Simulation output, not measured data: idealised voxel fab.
The name of this process module is voxel transistor to metal.
Cross-sectional view cut (width: 140 nm; square cell size: 5 nm).
The cross-sections in this document take the form of a grid made of square cells. They are written out as bands, in order from top to bottom. Each band consists of one or more rows of cells.
Look at the band entry: it leads with the top's height and the bottom's height in nm. Then it lists the materials left to right, with a width in nm for each. The word "throughout" on a single material says that material fills the band edge to edge. The word "empty" is empty space.
Where do heights start? At 0: under that level the wafer as delivered is made of one material only. And the lowest band has no floor; it just carries on downward, as in "0 -> down".
So if you see something like "30 to 40" for the width, read it as the top row of the band sitting at the first number and the bottom row at the second, with every row in between moving by the same amount as the last.
No cell of the cross-section changed in a step that is given as "left unchanged".
In "Entrapped void list" the enclosed voids are listed, meaning empty spaces of 8 cells or larger without any opening to the top. The form is width x height at distance, distance from the left edge, units nm.
after a step's settings: what the simulator itself notes on the step
"overlay nm" on a masked step: distance the mask lay right of its planned place, negative for left.
Pairs from here to the end. Each: cross-section before one process step, cross-section after it, the latter only as far down as the lowest band that changed. Under each: the step between, and its settings. Mind that the pairs may be taken from different runs of this module on the same starting wafer; whether a pair continues from the pair above depends on its entry headed "Snapshot before", and it does only where that entry says so.
Snapshot before:
	0 -> down = Si throughout
	Entrapped void list: none
After the Step:
	0 -> -5 = SiO2 throughout
	All layers under -5 are left as they were.
	Entrapped void list: none
The before and after cross-sections above are linked by op OXIDIZE | depth nm 5
Snapshot before: the after view from the pair directly above serves as the before view here.
After the Step:
	15 -> 0 = SiN throughout
	All layers under 0 are left as they were.
	Entrapped void list: none
The before and after cross-sections above are linked by op CONFORMAL_DEP | material SiN | thk nm 15
Snapshot before: the after view from the pair directly above serves as the before view here.
After the Step:
	30 -> 15 = aC throughout
	All layers under 15 are left as they were.
	Entrapped void list: none
The before and after cross-sections above are linked by op DIRECTIONAL_DEP | material aC | thk nm 15
Snapshot before: the after view from the pair directly above serves as the before view here.
After the Step:
	60 -> 30 = empty=15 | resist=105 | empty=20
	All layers under 30 are left as they were.
	Entrapped void list: none
The before and after cross-sections above are linked by op PATTERN | tone cover | mask id ACTIVE | material resist | width nm 105 | thk nm 30 | overlay nm 0
Snapshot before: the after view from the pair directly above serves as the before view here.
After the Step:
	45 -> 30 = empty=15 | resist=105 | empty=20
	30 -> 15 = empty=15 | aC=105 | empty=20
	All layers under 15 are left as they were.
	Entrapped void list: none
The before and after cross-sections above are linked by op DIRECTIONAL_ETCH | etch materials aC | depth nm 15
Snapshot before: the after view from the pair directly above serves as the before view here.
After the Step:
	30 -> 15 = empty=15 | aC=105 | empty=20
	All layers under 15 are left as they were.
	Entrapped void list: none
The before and after cross-sections above are linked by op STRIP | etch materials resist
Snapshot before: the after view from the pair directly above serves as the before view here.
After the Step:
	30 -> 15 = empty=15 | aC=105 | empty=20
	15 -> 0 = empty=15 | SiN=105 | empty=20
	All layers under 0 are left as they were.
	Entrapped void list: none
The before and after cross-sections above are linked by op DIRECTIONAL_ETCH | etch materials SiN | depth nm 15
Snapshot before: the after view from the pair directly above serves as the before view here.
After the Step:
	30 -> 15 = empty=15 | aC=105 | empty=20
	15 -> 0 = empty=15 | SiN=105 | empty=20
	0 -> -5 = empty=15 | SiO2=105 | empty=20
	All layers under -5 are left as they were.
	Entrapped void list: none
The before and after cross-sections above are linked by op DIRECTIONAL_ETCH | etch materials SiO2 | depth nm 5
Snapshot before: the after view from the pair directly above serves as the before view here.
After the Step:
	30 -> 15 = empty=15 | aC=105 | empty=20
	15 -> 0 = empty=15 | SiN=105 | empty=20
	0 -> -5 = empty=15 | SiO2=105 | empty=20
	-5 -> -25 = empty=15 | Si=105 | empty=20
	All layers under -25 are left as they were.
	Entrapped void list: none
The before and after cross-sections above are linked by op DIRECTIONAL_ETCH | etch materials Si | depth nm 20
Snapshot before: the after view from the pair directly above serves as the before view here.
After the Step:
	15 -> 0 = empty=15 | SiN=105 | empty=20
	All layers under 0 are left as they were.
	Entrapped void list: none
The before and after cross-sections above are linked by op STRIP | etch materials aC
Snapshot before: the after view from the pair directly above serves as the before view here.
After the Step:
	15 -> 0 = empty=15 | SiN=105 | empty=20
	0 -> -5 = empty=15 | SiO2=105 | empty=20
	-5 -> -25 = empty=15 | SiO2=5 | Si=95 | SiO2=5 | empty=20
	-25 -> -30 = SiO2=20 | Si=95 | SiO2=25
	All layers under -30 are left as they were.
	Entrapped void list: none
The before and after cross-sections above are linked by op OXIDIZE | depth nm 5
Snapshot before: the after view from the pair directly above serves as the before view here.
After the Step:
	20 -> 15 = SiO2 throughout
	15 -> 0 = SiO2=15 | SiN=105 | SiO2=20
	0 -> -5 = SiO2 throughout
	-5 -> -30 = SiO2=20 | Si=95 | SiO2=25
	All layers under -30 are left as they were.
	Entrapped void list: none
The before and after cross-sections above are linked by op FILL_DEP | material SiO2 | thk nm 5
Snapshot before: the after view from the pair directly above serves as the before view here.
After the Step:
	15 -> 0 = SiO2=15 | SiN=105 | SiO2=20
	All layers under 0 are left as they were.
	Entrapped void list: none
The before and after cross-sections above are linked by op CMP | height nm 15
Snapshot before: the after view from the pair directly above serves as the before view here.
After the Step:
	15 -> 5 = empty=15 | SiN=105 | empty=20
	All layers under 5 are left as they were.
	Entrapped void list: none
The before and after cross-sections above are linked by op SELECTIVE_ETCH | etch materials SiO2 | depth nm 10
Snapshot before: the after view from the pair directly above serves as the before view here.
After the Step:
	5 -> 0 = SiO2=15 | empty=105 | SiO2=20
	All layers under 0 are left as they were.
	Entrapped void list: none
The before and after cross-sections above are linked by op STRIP | etch materials SiN
Snapshot before: the after view from the pair directly above serves as the before view here.
After the Step:
	0 -> -5 = SiO2=10 | empty=115 | SiO2=15
	All layers under -5 are left as they were.
	Entrapped void list: none
The before and after cross-sections above are linked by op SELECTIVE_ETCH | etch materials SiO2 | depth nm 5
Snapshot before: the after view from the pair directly above serves as the before view here.
After the Step:
	0 -> -5 = SiO2=10 | empty=115 | SiO2=15
	-5 -> -10 = SiO2 throughout
	All layers under -10 are left as they were.
	Entrapped void list: none
The before and after cross-sections above are linked by op OXIDIZE | depth nm 5
Snapshot before: the after view from the pair directly above serves as the before view here.
After the Step:
	30 -> 25 = polySi=10 | empty=115 | polySi=15
	25 -> 0 = polySi throughout
	0 -> -5 = SiO2=10 | polySi=115 | SiO2=15
	All layers under -5 are left as they were.
	Entrapped void list: none
The before and after cross-sections above are linked by op DIRECTIONAL_DEP | material polySi | thk nm 30
Snapshot before: the after view from the pair directly above serves as the before view here.
After the Step:
	45 -> 40 = SiCN=10 | empty=115 | SiCN=15
	40 -> 30 = SiCN throughout
	30 -> 25 = polySi=10 | SiCN=115 | polySi=15
	All layers under 25 are left as they were.
	Entrapped void list: none
The before and after cross-sections above are linked by op DIRECTIONAL_DEP | material SiCN | thk nm 15
Snapshot before: the after view from the pair directly above serves as the before view here.
After the Step:
	65 -> 45 = empty=55 | resist=25 | empty=60
	45 -> 40 = SiCN=10 | empty=45 | resist=25 | empty=45 | SiCN=15
	All layers under 40 are left as they were.
	Entrapped void list: none
The before and after cross-sections above are linked by op PATTERN | tone cover | mask id GATE | material resist | width nm 25 | thk nm 20 | overlay nm 0
Snapshot before: the after view from the pair directly above serves as the before view here.
After the Step:
	65 -> 40 = empty=55 | resist=25 | empty=60
	40 -> 30 = empty=55 | SiCN=25 | empty=60
	30 -> 25 = polySi=10 | empty=45 | SiCN=25 | empty=45 | polySi=15
	All layers under 25 are left as they were.
	Entrapped void list: none
The before and after cross-sections above are linked by op DIRECTIONAL_ETCH | etch materials SiCN | depth nm 25
Snapshot before: the after view from the pair directly above serves as the before view here.
After the Step:
	65 -> 40 = empty=55 | resist=25 | empty=60
	40 -> 25 = empty=55 | SiCN=25 | empty=60
	25 -> 0 = empty=55 | polySi=25 | empty=60
	0 -> -5 = SiO2=10 | empty=45 | polySi=25 | empty=45 | SiO2=15
	All layers under -5 are left as they were.
	Entrapped void list: none
The before and after cross-sections above are linked by op DIRECTIONAL_ETCH | etch materials polySi | depth nm 40
Snapshot before: the after view from the pair directly above serves as the before view here.
After the Step:
	40 -> 25 = empty=55 | SiCN=25 | empty=60
	All layers under 25 are left as they were.
	Entrapped void list: none
The before and after cross-sections above are linked by op STRIP | etch materials resist
Snapshot before: the after view from the pair directly above serves as the before view here.
After the Step:
	45 -> 40 = empty=50 | SiN=35 | empty=55
	40 -> 25 = empty=50 | SiN=5 | SiCN=25 | SiN=5 | empty=55
	25 -> 5 = empty=50 | SiN=5 | polySi=25 | SiN=5 | empty=55
	5 -> 0 = SiN=15 | empty=35 | SiN=5 | polySi=25 | SiN=5 | empty=35 | SiN=20
	0 -> -5 = SiO2=10 | SiN=45 | polySi=25 | SiN=45 | SiO2=15
	All layers under -5 are left as they were.
	Entrapped void list: none
The before and after cross-sections above are linked by op CONFORMAL_DEP | material SiN | thk nm 5
Snapshot before: the after view from the pair directly above serves as the before view here.
After the Step:
	40 -> 25 = empty=50 | SiN=5 | SiCN=25 | SiN=5 | empty=55
	25 -> 0 = empty=50 | SiN=5 | polySi=25 | SiN=5 | empty=55
	0 -> -5 = SiO2=10 | SiN=5 | empty=35 | SiN=5 | polySi=25 | SiN=5 | empty=35 | SiN=5 | SiO2=15
	All layers under -5 are left as they were.
	Entrapped void list: none
The before and after cross-sections above are linked by op DIRECTIONAL_ETCH | etch materials SiN | depth nm 5
Snapshot before: the after view from the pair directly above serves as the before view here.
After the Step:
	40 -> 25 = empty=50 | SiN=5 | SiCN=25 | SiN=5 | empty=55
	25 -> 0 = empty=50 | SiN=5 | polySi=25 | SiN=5 | empty=55
	0 -> -5 = empty=10 | SiN=5 | empty=35 | SiN=5 | polySi=25 | SiN=5 | empty=35 | SiN=5 | empty=15
	-5 -> -10 = SiO2=15 | empty=35 | SiO2=35 | empty=35 | SiO2=20
	All layers under -10 are left as they were.
	Entrapped void list: none
The before and after cross-sections above are linked by op DIRECTIONAL_ETCH | etch materials SiO2 | depth nm 5
Snapshot before: the after view from the pair directly above serves as the before view here.
After the Step:
	40 -> 25 = empty=50 | SiN=5 | SiCN=25 | SiN=5 | empty=55
	25 -> 0 = empty=50 | SiN=5 | polySi=25 | SiN=5 | empty=55
	0 -> -5 = empty=10 | SiN=5 | empty=35 | SiN=5 | polySi=25 | SiN=5 | empty=35 | SiN=5 | empty=15
	-5 -> -10 = SiO2=15 | empty=35 | SiO2=35 | empty=35 | SiO2=20
	-10 -> -25 = SiO2=20 | empty=30 | Si=35 | empty=30 | SiO2=25
	All layers under -25 are left as they were.
	Entrapped void list: none
The before and after cross-sections above are linked by op DIRECTIONAL_ETCH | etch materials Si | depth nm 15
Snapshot before: the after view from the pair directly above serves as the before view here.
After the Step:
	40 -> 25 = empty=50 | SiN=5 | SiCN=25 | SiN=5 | empty=55
	25 -> 5 = empty=50 | SiN=5 | polySi=25 | SiN=5 | empty=55
	5 -> 0 = empty=35 | nSi=15 | SiN=5 | polySi=25 | SiN=5 | nSi=15 | empty=40
	0 -> -5 = empty=10 | SiN=5 | empty=20 | nSi=15 | SiN=5 | polySi=25 | SiN=5 | nSi=15 | empty=20 | SiN=5 | empty=15
	-5 -> -10 = SiO2=15 | empty=20 | nSi=15 | SiO2=35 | nSi=15 | empty=20 | SiO2=20
	-10 -> -25 = SiO2=20 | nSi=30 | Si=35 | nSi=30 | SiO2=25
	All layers under -25 are left as they were.
	Entrapped void list: none
The before and after cross-sections above are linked by op EPI | material nSi | thk nm 15
Snapshot before: the after view from the pair directly above serves as the before view here.
After the Step:
	45 -> 40 = SiO2 throughout
	40 -> 25 = SiO2=50 | SiN=5 | SiCN=25 | SiN=5 | SiO2=55
	25 -> 5 = SiO2=50 | SiN=5 | polySi=25 | SiN=5 | SiO2=55
	5 -> 0 = SiO2=35 | nSi=15 | SiN=5 | polySi=25 | SiN=5 | nSi=15 | SiO2=40
	0 -> -5 = SiO2=10 | SiN=5 | SiO2=20 | nSi=15 | SiN=5 | polySi=25 | SiN=5 | nSi=15 | SiO2=20 | SiN=5 | SiO2=15
	-5 -> -10 = SiO2=35 | nSi=15 | SiO2=35 | nSi=15 | SiO2=40
	All layers under -10 are left as they were.
	Entrapped void list: none
The before and after cross-sections above are linked by op FILL_DEP | material SiO2 | thk nm 5
Snapshot before: the after view from the pair directly above serves as the before view here.
After the Step:
	40 -> 25 = SiO2=50 | SiN=5 | SiCN=25 | SiN=5 | SiO2=55
	All layers under 25 are left as they were.
	Entrapped void list: none
The before and after cross-sections above are linked by op CMP | height nm 40
Snapshot before: the after view from the pair directly above serves as the before view here.
After the Step:
	50 -> 40 = SiO2 throughout
	All layers under 40 are left as they were.
	Entrapped void list: none
The before and after cross-sections above are linked by op DIRECTIONAL_DEP | material SiO2 | thk nm 10
Snapshot before: the after view from the pair directly above serves as the before view here.
After the Step:
	50 -> 40 = SiO2=20 | empty=20 | SiO2=55 | empty=20 | SiO2=25
	40 -> 25 = SiO2=20 | empty=20 | SiO2=10 | SiN=5 | SiCN=25 | SiN=5 | SiO2=10 | empty=20 | SiO2=25
	25 -> 5 = SiO2=20 | empty=20 | SiO2=10 | SiN=5 | polySi=25 | SiN=5 | SiO2=10 | empty=20 | SiO2=25
	5 -> 0 = SiO2=20 | empty=15 | nSi=15 | SiN=5 | polySi=25 | SiN=5 | nSi=15 | empty=15 | SiO2=25
	0 -> -5 = SiO2=10 | SiN=5 | SiO2=5 | empty=15 | nSi=15 | SiN=5 | polySi=25 | SiN=5 | nSi=15 | empty=15 | SiO2=5 | SiN=5 | SiO2=15
	-5 -> -10 = SiO2=20 | empty=15 | nSi=15 | SiO2=35 | nSi=15 | empty=15 | SiO2=25
	All layers under -10 are left as they were.
	Entrapped void list: none
The before and after cross-sections above are linked by op MASKED_ETCH | tone open | mask id CONTACT | width nm 20 | pitch nm 75 | etch materials SiO2 | depth nm 60 | overlay nm 0
Snapshot before: the after view from the pair directly above serves as the before view here.
After the Step:
	55 -> 50 = TiN=25 | empty=10 | TiN=65 | empty=10 | TiN=30
	50 -> 40 = SiO2=20 | TiN=5 | empty=10 | TiN=5 | SiO2=55 | TiN=5 | empty=10 | TiN=5 | SiO2=25
	40 -> 25 = SiO2=20 | TiN=5 | empty=10 | TiN=5 | SiO2=10 | SiN=5 | SiCN=25 | SiN=5 | SiO2=10 | TiN=5 | empty=10 | TiN=5 | SiO2=25
	25 -> 10 = SiO2=20 | TiN=5 | empty=10 | TiN=5 | SiO2=10 | SiN=5 | polySi=25 | SiN=5 | SiO2=10 | TiN=5 | empty=10 | TiN=5 | SiO2=25
	10 -> 5 = SiO2=20 | TiN=5 | empty=5 | TiN=10 | SiO2=10 | SiN=5 | polySi=25 | SiN=5 | SiO2=10 | TiN=10 | empty=5 | TiN=5 | SiO2=25
	5 -> 0 = SiO2=20 | TiN=5 | empty=5 | TiN=5 | nSi=15 | SiN=5 | polySi=25 | SiN=5 | nSi=15 | TiN=5 | empty=5 | TiN=5 | SiO2=25
	0 -> -5 = SiO2=10 | SiN=5 | SiO2=5 | TiN=5 | empty=5 | TiN=5 | nSi=15 | SiN=5 | polySi=25 | SiN=5 | nSi=15 | TiN=5 | empty=5 | TiN=5 | SiO2=5 | SiN=5 | SiO2=15
	-5 -> -10 = SiO2=20 | TiN=15 | nSi=15 | SiO2=35 | nSi=15 | TiN=15 | SiO2=25
	All layers under -10 are left as they were.
	Entrapped void list: none
The before and after cross-sections above are linked by op CONFORMAL_DEP | material TiN | thk nm 5
Snapshot before: the after view from the pair directly above serves as the before view here.
After the Step:
	60 -> 55 = Ru throughout
	55 -> 50 = TiN=25 | Ru=10 | TiN=65 | Ru=10 | TiN=30
	50 -> 40 = SiO2=20 | TiN=5 | Ru=10 | TiN=5 | SiO2=55 | TiN=5 | Ru=10 | TiN=5 | SiO2=25
	40 -> 25 = SiO2=20 | TiN=5 | Ru=10 | TiN=5 | SiO2=10 | SiN=5 | SiCN=25 | SiN=5 | SiO2=10 | TiN=5 | Ru=10 | TiN=5 | SiO2=25
	25 -> 10 = SiO2=20 | TiN=5 | Ru=10 | TiN=5 | SiO2=10 | SiN=5 | polySi=25 | SiN=5 | SiO2=10 | TiN=5 | Ru=10 | TiN=5 | SiO2=25
	10 -> 5 = SiO2=20 | TiN=5 | Ru=5 | TiN=10 | SiO2=10 | SiN=5 | polySi=25 | SiN=5 | SiO2=10 | TiN=10 | Ru=5 | TiN=5 | SiO2=25
	5 -> 0 = SiO2=20 | TiN=5 | Ru=5 | TiN=5 | nSi=15 | SiN=5 | polySi=25 | SiN=5 | nSi=15 | TiN=5 | Ru=5 | TiN=5 | SiO2=25
	0 -> -5 = SiO2=10 | SiN=5 | SiO2=5 | TiN=5 | Ru=5 | TiN=5 | nSi=15 | SiN=5 | polySi=25 | SiN=5 | nSi=15 | TiN=5 | Ru=5 | TiN=5 | SiO2=5 | SiN=5 | SiO2=15
	All layers under -5 are left as they were.
	Entrapped void list: none
The before and after cross-sections above are linked by op FILL_DEP | material Ru | thk nm 5
Snapshot before: the after view from the pair directly above serves as the before view here.
After the Step:
	50 -> 40 = SiO2=20 | TiN=5 | Ru=10 | TiN=5 | SiO2=55 | TiN=5 | Ru=10 | TiN=5 | SiO2=25
	All layers under 40 are left as they were.
	Entrapped void list: none
The before and after cross-sections above are linked by op CMP | height nm 50
Snapshot before: the after view from the pair directly above serves as the before view here.
After the Step:
	55 -> 50 = TiN throughout
	All layers under 50 are left as they were.
	Entrapped void list: none
The before and after cross-sections above are linked by op DIRECTIONAL_DEP | material TiN | thk nm 5
Snapshot before: the after view from the pair directly above serves as the before view here.
After the Step:
	75 -> 55 = Ru throughout
	All layers under 55 are left as they were.
	Entrapped void list: none
The before and after cross-sections above are linked by op DIRECTIONAL_DEP | material Ru | thk nm 20
Snapshot before: the after view from the pair directly above serves as the before view here.
After the Step:
	90 -> 75 = aC throughout
	All layers under 75 are left as they were.
	Entrapped void list: none
The before and after cross-sections above are linked by op DIRECTIONAL_DEP | material aC | thk nm 15
Snapshot before: the after view from the pair directly above serves as the before view here.
After the Step:
	125 -> 90 = empty=20 | resist=20 | empty=55 | resist=20 | empty=25
	All layers under 90 are left as they were.
	Entrapped void list: none
The before and after cross-sections above are linked by op PATTERN | tone cover | mask id METAL_1 | material resist | width nm 20 | pitch nm 75 | thk nm 35 | overlay nm 0
Snapshot before: the after view from the pair directly above serves as the before view here.
After the Step:
	110 -> 90 = empty=20 | resist=20 | empty=55 | resist=20 | empty=25
	90 -> 75 = empty=20 | aC=20 | empty=55 | aC=20 | empty=25
	All layers under 75 are left as they were.
	Entrapped void list: none
The before and after cross-sections above are linked by op DIRECTIONAL_ETCH | etch materials aC | depth nm 15
Snapshot before: the after view from the pair directly above serves as the before view here.
After the Step:
	90 -> 75 = empty=20 | aC=20 | empty=55 | aC=20 | empty=25
	All layers under 75 are left as they were.
	Entrapped void list: none
The before and after cross-sections above are linked by op STRIP | etch materials resist
Snapshot before: the after view from the pair directly above serves as the before view here.
After the Step:
	90 -> 75 = empty=20 | aC=20 | empty=55 | aC=20 | empty=25
	75 -> 55 = empty=20 | Ru=20 | empty=55 | Ru=20 | empty=25
	All layers under 55 are left as they were.
	Entrapped void list: none
The before and after cross-sections above are linked by op DIRECTIONAL_ETCH | etch materials Ru | depth nm 20
Snapshot before: the after view from the pair directly above serves as the before view here.
After the Step:
	90 -> 75 = empty=20 | aC=20 | empty=55 | aC=20 | empty=25
	75 -> 55 = empty=20 | Ru=20 | empty=55 | Ru=20 | empty=25
	55 -> 50 = empty=20 | TiN=20 | empty=55 | TiN=20 | empty=25
	All layers under 50 are left as they were.
	Entrapped void list: none
The before and after cross-sections above are linked by op DIRECTIONAL_ETCH | etch materials TiN | depth nm 5
Snapshot before: the after view from the pair directly above serves as the before view here.
After the Step:
	75 -> 55 = empty=20 | Ru=20 | empty=55 | Ru=20 | empty=25
	All layers under 55 are left as they were.
	Entrapped void list: none
The before and after cross-sections above are linked by op STRIP | etch materials aC
Snapshot before: the after view from the pair directly above serves as the before view here.
After the Step:
	80 -> 75 = empty=15 | SiCN=30 | empty=45 | SiCN=30 | empty=20
	75 -> 55 = empty=15 | SiCN=5 | Ru=20 | SiCN=5 | empty=45 | SiCN=5 | Ru=20 | SiCN=5 | empty=20
	55 -> 50 = SiCN=20 | TiN=20 | SiCN=55 | TiN=20 | SiCN=25
	All layers under 50 are left as they were.
	Entrapped void list: none
The before and after cross-sections above are linked by op CONFORMAL_DEP | material SiCN | thk nm 5
Snapshot before: the after view from the pair directly above serves as the before view here.
After the Step:
	90 -> 80 = lowk throughout
	80 -> 75 = lowk=15 | SiCN=30 | lowk=45 | SiCN=30 | lowk=20
	75 -> 55 = lowk=15 | SiCN=5 | Ru=20 | SiCN=5 | lowk=45 | SiCN=5 | Ru=20 | SiCN=5 | lowk=20
	All layers under 55 are left as they were.
	Entrapped void list: none
The before and after cross-sections above are linked by op FILL_DEP | material lowk | thk nm 10
Snapshot before: the after view from the pair directly above serves as the before view here.
After the Step:
	75 -> 55 = lowk=15 | SiCN=5 | Ru=20 | SiCN=5 | lowk=45 | SiCN=5 | Ru=20 | SiCN=5 | lowk=20
	All layers under 55 are left as they were.
	Entrapped void list: none
The before and after cross-sections above are linked by op CMP | height nm 75
Snapshot before: the after view from the pair directly above serves as the before view here.
After the Step:
	80 -> 75 = SiN throughout
	All layers under 75 are left as they were.
	Entrapped void list: none
The before and after cross-sections above are linked by op CONFORMAL_DEP | material SiN | thk nm 5
Snapshot before:
	90 -> 80 = lowk throughout
	80 -> 75 = lowk=15 | SiCN=30 | lowk=45 | SiCN=30 | lowk=20
	75 -> 55 = lowk=15 | SiCN=5 | Ru=20 | SiCN=5 | lowk=45 | SiCN=5 | Ru=20 | SiCN=5 | lowk=20
	55 -> 50 = SiCN=20 | TiN=20 | SiCN=55 | TiN=20 | SiCN=25
	50 -> 40 = SiO2=20 | TiN=5 | Ru=10 | TiN=5 | SiO2=55 | TiN=5 | Ru=10 | TiN=5 | SiO2=25
	40 -> 25 = SiO2=20 | TiN=5 | Ru=10 | TiN=5 | SiO2=10 | SiN=5 | SiCN=25 | SiN=5 | SiO2=10 | TiN=5 | Ru=10 | TiN=5 | SiO2=25
	25 -> 10 = SiO2=20 | TiN=5 | Ru=10 | TiN=5 | SiO2=10 | SiN=5 | polySi=25 | SiN=5 | SiO2=10 | TiN=5 | Ru=10 | TiN=5 | SiO2=25
	10 -> 5 = SiO2=20 | TiN=5 | Ru=5 | TiN=10 | SiO2=10 | SiN=5 | polySi=25 | SiN=5 | SiO2=10 | TiN=10 | Ru=5 | TiN=5 | SiO2=25
	5 -> 0 = SiO2=20 | TiN=5 | Ru=5 | TiN=5 | nSi=15 | SiN=5 | polySi=25 | SiN=5 | nSi=15 | TiN=5 | Ru=5 | TiN=5 | SiO2=25
	0 -> -5 = SiO2=10 | SiN=5 | SiO2=5 | TiN=5 | Ru=5 | TiN=5 | nSi=15 | SiN=5 | polySi=25 | SiN=5 | nSi=15 | TiN=5 | Ru=5 | TiN=5 | SiO2=5 | SiN=5 | SiO2=15
	-5 -> -10 = SiO2=20 | TiN=15 | nSi=15 | SiO2=35 | nSi=15 | TiN=15 | SiO2=25
	-10 -> -25 = SiO2=20 | nSi=30 | Si=35 | nSi=30 | SiO2=25
	-25 -> -30 = SiO2=20 | Si=95 | SiO2=25
	-30 -> down = Si throughout
	Entrapped void list: none
After the Step:
	95 -> 90 = SiN throughout
	All layers under 90 are left as they were.
	Entrapped void list: none
The before and after cross-sections above are linked by op CONFORMAL_DEP | material SiN | thk nm 5
Snapshot before:
	45 -> 40 = SiCN=10 | empty=115 | SiCN=15
	40 -> 30 = SiCN throughout
	30 -> 25 = polySi=10 | SiCN=115 | polySi=15
	25 -> 0 = polySi throughout
	0 -> -5 = SiO2=10 | polySi=115 | SiO2=15
	-5 -> -10 = SiO2 throughout
	-10 -> -30 = SiO2=20 | Si=95 | SiO2=25
	-30 -> down = Si throughout
	Entrapped void list: none
After the Step:
	60 -> 55 = SiCN=10 | empty=115 | SiCN=15
	55 -> 30 = SiCN throughout
	All layers under 30 are left as they were.
	Entrapped void list: none
The before and after cross-sections above are linked by op DIRECTIONAL_DEP | material SiCN | thk nm 15
Snapshot before: the after view from the pair directly above serves as the before view here.
After the Step:
	80 -> 60 = empty=55 | resist=25 | empty=60
	60 -> 55 = SiCN=10 | empty=45 | resist=25 | empty=45 | SiCN=15
	All layers under 55 are left as they were.
	Entrapped void list: none
The before and after cross-sections above are linked by op PATTERN | tone cover | mask id GATE | material resist | width nm 25 | thk nm 20 | overlay nm 0
Snapshot before: the after view from the pair directly above serves as the before view here.
After the Step:
	80 -> 55 = empty=55 | resist=25 | empty=60
	55 -> 35 = empty=55 | SiCN=25 | empty=60
	35 -> 30 = SiCN=10 | empty=45 | SiCN=25 | empty=45 | SiCN=15
	All layers under 30 are left as they were.
	Entrapped void list: none
The before and after cross-sections above are linked by op DIRECTIONAL_ETCH | etch materials SiCN | depth nm 25
Snapshot before: the after view from the pair directly above serves as the before view here.
After the Step:
	55 -> 35 = empty=55 | SiCN=25 | empty=60
	All layers under 35 are left as they were.
	Entrapped void list: none
The before and after cross-sections above are linked by op STRIP | etch materials resist
Snapshot before: the after view from the pair directly above serves as the before view here.
After the Step:
	60 -> 55 = empty=50 | SiN=35 | empty=55
	55 -> 40 = empty=50 | SiN=5 | SiCN=25 | SiN=5 | empty=55
	40 -> 35 = SiN=15 | empty=35 | SiN=5 | SiCN=25 | SiN=5 | empty=35 | SiN=20
	35 -> 30 = SiCN=10 | SiN=45 | SiCN=25 | SiN=45 | SiCN=15
	All layers under 30 are left as they were.
	Entrapped void list: none
The before and after cross-sections above are linked by op CONFORMAL_DEP | material SiN | thk nm 5
Snapshot before: the after view from the pair directly above serves as the before view here.
After the Step:
	55 -> 35 = empty=50 | SiN=5 | SiCN=25 | SiN=5 | empty=55
	35 -> 30 = SiCN=10 | SiN=5 | empty=35 | SiN=5 | SiCN=25 | SiN=5 | empty=35 | SiN=5 | SiCN=15
	All layers under 30 are left as they were.
	Entrapped void list: none
The before and after cross-sections above are linked by op DIRECTIONAL_ETCH | etch materials SiN | depth nm 5
Snapshot before: the after view from the pair directly above serves as the before view here.
After the Step:
	60 -> 55 = SiO2 throughout
	55 -> 35 = SiO2=50 | SiN=5 | SiCN=25 | SiN=5 | SiO2=55
	35 -> 30 = SiCN=10 | SiN=5 | SiO2=35 | SiN=5 | SiCN=25 | SiN=5 | SiO2=35 | SiN=5 | SiCN=15
	All layers under 30 are left as they were.
	Entrapped void list: none
The before and after cross-sections above are linked by op FILL_DEP | material SiO2 | thk nm 5
Snapshot before: the after view from the pair directly above serves as the before view here.
After the Step:
	40 -> 35 = SiO2=50 | SiN=5 | SiCN=25 | SiN=5 | SiO2=55
	All layers under 35 are left as they were.
	Entrapped void list: none
The before and after cross-sections above are linked by op CMP | height nm 40
Snapshot before: the after view from the pair directly above serves as the before view here.
After the Step:
	50 -> 40 = SiO2 throughout
	All layers under 40 are left as they were.
	Entrapped void list: none
The before and after cross-sections above are linked by op DIRECTIONAL_DEP | material SiO2 | thk nm 10
Snapshot before: the after view from the pair directly above serves as the before view here.
After the Step:
	50 -> 40 = SiO2=20 | empty=20 | SiO2=55 | empty=20 | SiO2=25
	40 -> 35 = SiO2=20 | empty=20 | SiO2=10 | SiN=5 | SiCN=25 | SiN=5 | SiO2=10 | empty=20 | SiO2=25
	35 -> 30 = SiCN=10 | SiN=5 | SiO2=5 | empty=20 | SiO2=10 | SiN=5 | SiCN=25 | SiN=5 | SiO2=10 | empty=20 | SiO2=5 | SiN=5 | SiCN=15
	All layers under 30 are left as they were.
	Entrapped void list: none
The before and after cross-sections above are linked by op MASKED_ETCH | tone open | mask id CONTACT | width nm 20 | pitch nm 75 | etch materials SiO2 | depth nm 60 | overlay nm 0
Snapshot before: the after view from the pair directly above serves as the before view here.
After the Step:
	55 -> 50 = TiN=25 | empty=10 | TiN=65 | empty=10 | TiN=30
	50 -> 40 = SiO2=20 | TiN=5 | empty=10 | TiN=5 | SiO2=55 | TiN=5 | empty=10 | TiN=5 | SiO2=25
	40 -> 35 = SiO2=20 | TiN=5 | empty=10 | TiN=5 | SiO2=10 | SiN=5 | SiCN=25 | SiN=5 | SiO2=10 | TiN=5 | empty=10 | TiN=5 | SiO2=25
	35 -> 30 = SiCN=10 | SiN=5 | SiO2=5 | TiN=20 | SiO2=10 | SiN=5 | SiCN=25 | SiN=5 | SiO2=10 | TiN=20 | SiO2=5 | SiN=5 | SiCN=15
	All layers under 30 are left as they were.
	Entrapped void list: none
The before and after cross-sections above are linked by op CONFORMAL_DEP | material TiN | thk nm 5
Snapshot before: the after view from the pair directly above serves as the before view here.
After the Step:
	60 -> 55 = Ru throughout
	55 -> 50 = TiN=25 | Ru=10 | TiN=65 | Ru=10 | TiN=30
	50 -> 40 = SiO2=20 | TiN=5 | Ru=10 | TiN=5 | SiO2=55 | TiN=5 | Ru=10 | TiN=5 | SiO2=25
	40 -> 35 = SiO2=20 | TiN=5 | Ru=10 | TiN=5 | SiO2=10 | SiN=5 | SiCN=25 | SiN=5 | SiO2=10 | TiN=5 | Ru=10 | TiN=5 | SiO2=25
	All layers under 35 are left as they were.
	Entrapped void list: none
The before and after cross-sections above are linked by op FILL_DEP | material Ru | thk nm 5
Snapshot before: the after view from the pair directly above serves as the before view here.
After the Step:
	50 -> 40 = SiO2=20 | TiN=5 | Ru=10 | TiN=5 | SiO2=55 | TiN=5 | Ru=10 | TiN=5 | SiO2=25
	All layers under 40 are left as they were.
	Entrapped void list: none
The before and after cross-sections above are linked by op CMP | height nm 50
Snapshot before: the after view from the pair directly above serves as the before view here.
After the Step:
	55 -> 50 = TiN throughout
	All layers under 50 are left as they were.
	Entrapped void list: none
The before and after cross-sections above are linked by op DIRECTIONAL_DEP | material TiN | thk nm 5
Snapshot before: the after view from the pair directly above serves as the before view here.
After the Step:
	75 -> 55 = Ru throughout
	All layers under 55 are left as they were.
	Entrapped void list: none
The before and after cross-sections above are linked by op DIRECTIONAL_DEP | material Ru | thk nm 20
Snapshot before: the after view from the pair directly above serves as the before view here.
After the Step:
	90 -> 75 = aC throughout
	All layers under 75 are left as they were.
	Entrapped void list: none
The before and after cross-sections above are linked by op DIRECTIONAL_DEP | material aC | thk nm 15
